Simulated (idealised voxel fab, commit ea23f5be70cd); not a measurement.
process module | voxel lift off
cross-section cut | 250 nm wide | cells 5 nm
A cross-section is a grid of square cells, given in bands from the top down. A band is one or more rows of cells.
Each band's line starts with the height of the band's top and of its bottom, in nm. Then come its materials from left to right, each with its width in nm. One material with "throughout" fills the band from edge to edge. "air" is empty space.
Height 0 is the level under which the wafer as received is all one material. The lowest band goes on downwards, as in "0 down".
A width such as "30 to 40" changes by the same amount from each row of cells to the next, from the band's top row to its bottom row.
"no change" after a step means that no cell of the cross-section changed.
closed voids: empty space of 8 cells or more with no open way to the top, each as width x height at its distance from the left edge, in nm
after a step's settings: what the simulator itself notes on the step
overlay nm, on a step with a mask: how far to the right of its planned place the mask lay; to the left if negative
plan
1 op RECEIVE | material Si
2 op CONFORMAL_DEP | material SiO2 | thk nm 15
3 op PATTERN | tone open | mask id LINES | material resist | width nm 15 | pitch nm 30 | thk nm 25 | overlay nm 0
4 op DIRECTIONAL_DEP | material Ru | thk nm 15
5 op STRIP | etch materials resist
6 op CONFORMAL_DEP | material SiCN | thk nm 5
as received, after step 1
  0 down: Si throughout
  closed voids: none
first wafer at the end, as planned
  35 to 30: air 80 | SiCN 25 | air 5 | SiCN 25 | air 5 | SiCN 25 | air 85
  30 to 20: air 80 | SiCN 5 | Ru 15 | SiCN 5 | air 5 | SiCN 5 | Ru 15 | SiCN 5 | air 5 | SiCN 5 | Ru 15 | SiCN 5 | air 85
  20 to 15: SiCN 85 | Ru 15 | SiCN 15 | Ru 15 | SiCN 15 | Ru 15 | SiCN 90
  15 to 0: SiO2 throughout
  0 down: Si throughout
  closed voids: none
second wafer at the end: like start, like plan, one mistake
  35 to 20: air 80 | SiCN 25 | air 5 | SiCN 25 | air 5 | SiCN 25 | air 85
  20 to 15: SiCN throughout
  15 to 0: SiO2 throughout
  0 down: Si throughout
  closed voids: none
what went wrong: step 4 ran as: op DIRECTIONAL_DEP | material SiCN | thk nm 15
at the end the second wafer has, in cells: 27 fewer of Ru | 27 more of SiCN
